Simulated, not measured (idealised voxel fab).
Name of the process module below: voxel capacitor over wiring
The cross-section on display is named cut; it measures 250 nm wide, and its cells are 5 nm squares.
The cross-sections in this document take the form of a grid made of square cells. They are written out as bands, in order from top to bottom. Each band consists of one or more rows of cells.
This entry defines a band. It first specifies the height of the band's top and the height of its bottom in nm, and then specifies the band's materials from left to right, stating each material with its width in nm. The word "all across" identifies a single material that fills the band from edge to edge, while the word "blank" identifies empty space.
Height is counted from the level 0, under which the received wafer is composed throughout of one material. The lowest of the bands is not closed at the bottom but continues downward, in the notation "0..down".
The notation "30..40" denotes a width that varies across the rows of cells in the band, beginning at the first number in the top row, finishing at the second number in the bottom row, and changing by an identical amount from each row to the next.
Where the words "changes: none" appear for a step, the cross-section shows no cell changed by that step; every cell remained as before.
The list in "Sealed cavities" covers empty spaces of 8 cells or more that cannot reach the top through any open way, and it gives each as width x height at distance; the distance is from the left edge, and width, height and distance are in nm.
On a step's line, text after the settings is the simulator commenting on that step.
On any step carrying a mask, the "overlay nm" setting, if present on the step's line, tells how far right of its planned place the mask lay; negative values point to the left.

-- Steps in the process plan
step 1: RECEIVE [material Si]
step 2: CONFORMAL_DEP [material SiO2] [thk nm 10]
step 3: CONFORMAL_DEP [material SiCN] [thk nm 5]
step 4: DIRECTIONAL_DEP [material lowk] [thk nm 20]
step 5: PATTERN [tone open] [mask id METAL_1] [material resist] [width nm 30] [pitch nm 100] [thk nm 15] [overlay nm 0]
step 6: DIRECTIONAL_ETCH [etch materials lowk] [depth nm 20]
step 7: DIRECTIONAL_ETCH [etch materials SiCN] [depth nm 5]
step 8: STRIP [etch materials resist]
step 9: CONFORMAL_DEP [material TiN] [thk nm 5]
step 10: FILL_DEP [material W] [thk nm 5]
step 11: CMP [height nm 35]
step 12: CONFORMAL_DEP [material SiCN] [thk nm 5]
step 13: DIRECTIONAL_DEP [material lowk] [thk nm 10]
step 14: PATTERN [tone open] [mask id PLUG_1] [material resist] [width nm 15] [thk nm 20] [overlay nm -15]
step 15: DIRECTIONAL_ETCH [etch materials lowk] [depth nm 10]
step 16: DIRECTIONAL_ETCH [etch materials SiCN] [depth nm 5]
step 17: STRIP [etch materials resist]
step 18: EPI [material Ru] [thk nm 10]
step 19: EPI [material Ru] [thk nm 5]
step 20: DIRECTIONAL_DEP [material TiN] [thk nm 5]
step 21: DIRECTIONAL_DEP [material HfO2] [thk nm 5]
step 22: DIRECTIONAL_DEP [material TiN] [thk nm 10]
step 23: DIRECTIONAL_DEP [material aC] [thk nm 10]
step 24: PATTERN [tone cover] [mask id UPPER_PLATE] [material resist] [width nm 75] [thk nm 30] [overlay nm 0]
step 25: DIRECTIONAL_ETCH [etch materials aC] [depth nm 10]
step 26: STRIP [etch materials resist]
step 27: DIRECTIONAL_ETCH [etch materials TiN] [depth nm 10]
step 28: DIRECTIONAL_ETCH [etch materials HfO2] [depth nm 5]
step 29: STRIP [etch materials aC]
step 30: DIRECTIONAL_DEP [material aC] [thk nm 15]
step 31: PATTERN [tone cover] [mask id LOWER_PLATE] [material resist] [width nm 85] [thk nm 30] [overlay nm 0]
step 32: DIRECTIONAL_ETCH [etch materials aC] [depth nm 15]
step 33: STRIP [etch materials resist]
step 34: DIRECTIONAL_ETCH [etch materials TiN] [depth nm 5]
step 35: STRIP [etch materials aC]
step 36: FILL_DEP [material SiO2] [thk nm 15]
step 37: CMP [height nm 80]
step 38: DIRECTIONAL_DEP [material aC] [thk nm 10]
step 39: PATTERN [tone open] [mask id PLUG_2] [material resist] [width nm 15] [thk nm 25] [overlay nm 0]
step 40: DIRECTIONAL_ETCH [etch materials aC] [depth nm 10]
step 41: STRIP [etch materials resist]
step 42: DIRECTIONAL_ETCH [etch materials SiO2] [depth nm 10]
step 43: STRIP [etch materials aC]
step 44: CONFORMAL_DEP [material TiN] [thk nm 5]
step 45: FILL_DEP [material W] [thk nm 5]
step 46: CMP [height nm 80]
step 47: CONFORMAL_DEP [material SiCN] [thk nm 5]
Variable across wafers: step 14 overlay nm (plan value is that of the first wafer; starting state common to all).

-- Cross-sectional view of the first of several wafers in the as-received condition, corresponding to the state following step 1
0..down | Si all across
Sealed cavities: none

-- Heads up, this table goes wafer by wafer. A row tells you, at the end of the module, how many cells of each material that wafer has put on (+) or dropped (-) since it was received, and then its closed voids
overlay nm -15 | +15 HfO2 | +9 Ru | +135 SiCN | +332 SiO2 | +80 TiN | +33 W | +246 lowk | Sealed cavities: none
overlay nm -10 | +15 HfO2 | +9 Ru | +135 SiCN | +332 SiO2 | +80 TiN | +33 W | +246 lowk | Sealed cavities: none
overlay nm -5 | +15 HfO2 | +9 Ru | +135 SiCN | +332 SiO2 | +80 TiN | +33 W | +246 lowk | Sealed cavities: none
overlay nm 0 | +15 HfO2 | +9 Ru | +135 SiCN | +332 SiO2 | +80 TiN | +33 W | +246 lowk | Sealed cavities: none
overlay nm 5 | +15 HfO2 | +9 Ru | +135 SiCN | +332 SiO2 | +80 TiN | +33 W | +246 lowk | Sealed cavities: none
overlay nm 10 | +15 HfO2 | +9 Ru | +135 SiCN | +332 SiO2 | +80 TiN | +33 W | +246 lowk | Sealed cavities: none
overlay nm 15 | +15 HfO2 | +135 SiCN | +341 SiO2 | +80 TiN | +33 W | +246 lowk | Sealed cavities: none
